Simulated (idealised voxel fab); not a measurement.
Proc. module: voxel self aligned vias
FYI the section here is cut, 160 nm wide, cells are 5 nm squares.
In what follows, cross-sections appear as grids of square cells, described through bands that run from the top down, where every band is one or more rows of cells.
In this notation a band is specified by the heights of its top and bottom, in that order and in nm, after which its materials appear from left to right, each paired with its width in nm. The word "everywhere" attached to a single material means that material fills the band from edge to edge; the word "empty" stands for empty space.
Heights from 0 (as-received wafer is one material below). Bottom band endless downward, as "0 and below".
Read "30->40" as a graded width: first number on top, second number at the bottom, same change between each pair of neighbouring rows.
What does "same as before" mean for a step? It means no cell of the cross-section changed in that step.
This entry, "Closed void listing", enumerates those empty regions of no fewer than 8 cells that possess no open connection to the top. Each region is reported in the form width x height at distance, the distance being taken from the left edge, with all three quantities expressed in nm.
after a step's settings: what the simulator itself notes on the step
"overlay nm" denotes, for a step that has a mask, the displacement of the mask to the right of its planned place, with negative values corresponding to the left.
Below is the list of planned process steps
1,RECEIVE, material Si
2,CONFORMAL_DEP, material SiO2, thk nm 15
3,CONFORMAL_DEP, material SiCN, thk nm 5
4,DIRECTIONAL_DEP, material SiO2, thk nm 30
5,DIRECTIONAL_DEP, material aC, thk nm 10
6,PATTERN, tone open, mask id LINES, material resist, width nm 20, pitch nm 55, thk nm 25, overlay nm 0
7,DIRECTIONAL_ETCH, etch materials aC, depth nm 10
8,STRIP, etch materials resist
9,DIRECTIONAL_ETCH, etch materials SiO2, depth nm 30
10,STRIP, etch materials aC
11,CONFORMAL_DEP, material TiN, thk nm 5
12,FILL_DEP, material Ru, thk nm 10
13,CMP, height nm 50
14,SELECTIVE_ETCH, etch materials W Ru TiN, depth nm 10
15,FILL_DEP, material SiN, thk nm 10
16,CMP, height nm 50
17,DIRECTIONAL_DEP, material SiO2, thk nm 20
18,PATTERN, tone open, mask id VIAS, material resist, width nm 30, thk nm 20, overlay nm 0
19,DIRECTIONAL_ETCH, etch materials SiO2, depth nm 20
20,DIRECTIONAL_ETCH, etch materials SiN, depth nm 10
21,STRIP, etch materials resist
22,CONFORMAL_DEP, material TiN, thk nm 5
23,FILL_DEP, material Cu, thk nm 5
24,CMP, height nm 70
25,CONFORMAL_DEP, material SiN, thk nm 5
Wafer as received: cross-section following step 1
    0 and below = Si everywhere
    Closed void listing: none
Module complete - cross-section of the first of two wafers, run according to plan
    75 down to 70 = SiN everywhere
    70 down to 55 = 35 nm SiO2, 5 nm TiN, 20 nm Cu, 5 nm TiN, 95 nm SiO2
    55 down to 50 = 35 nm SiO2, 10 nm TiN, 10 nm Cu, 10 nm TiN, 95 nm SiO2
    50 down to 45 = 40 nm SiO2, 5 nm TiN, 10 nm Cu, 5 nm TiN, 35 nm SiO2, 20 nm SiN, 45 nm SiO2
    45 down to 40 = 40 nm SiO2, 20 nm TiN, 35 nm SiO2, 20 nm SiN, 45 nm SiO2
    40 down to 25 = 40 nm SiO2, 5 nm TiN, 10 nm Ru, 5 nm TiN, 35 nm SiO2, 5 nm TiN, 10 nm Ru, 5 nm TiN, 45 nm SiO2
    25 down to 20 = 40 nm SiO2, 20 nm TiN, 35 nm SiO2, 20 nm TiN, 45 nm SiO2
    20 down to 15 = SiCN everywhere
    15 down to 0 = SiO2 everywhere
    0 and below = Si everywhere
    Closed void listing: none
The second wafer, shown in cross-section after the module: started the same way as the first and given the same plan, yet one mistake crept into how it was run
    75 down to 70 = SiN everywhere
    70 down to 55 = 35 nm SiO2, 5 nm TiN, 20 nm Cu, 5 nm TiN, 95 nm SiO2
    55 down to 50 = 35 nm SiO2, 10 nm TiN, 15 nm Cu, 5 nm TiN, 95 nm SiO2
    50 down to 45 = 40 nm SiO2, 5 nm TiN, 15 nm Cu, 5 nm TiN, 30 nm SiO2, 25 nm SiN, 40 nm SiO2
    45 down to 40 = 40 nm SiO2, 25 nm TiN, 30 nm SiO2, 25 nm SiN, 40 nm SiO2
    40 down to 25 = 40 nm SiO2, 5 nm TiN, 15 nm Ru, 5 nm TiN, 30 nm SiO2, 5 nm TiN, 15 nm Ru, 5 nm TiN, 40 nm SiO2
    25 down to 20 = 40 nm SiO2, 25 nm TiN, 30 nm SiO2, 25 nm TiN, 40 nm SiO2
    20 down to 15 = SiCN everywhere
    15 down to 0 = SiO2 everywhere
    0 and below = Si everywhere
    Closed void listing: none
Run error: for step 6, the planned setting was not used; the step was instead run as PATTERN, tone open, mask id LINES, material resist, width nm 25, pitch nm 55, thk nm 25, overlay nm 0
Looking at both finished wafers in cells, the second ends up ahead of or behind the first on some materials: Cu +2; Ru +6; SiN +2; SiO2 -12; TiN +2
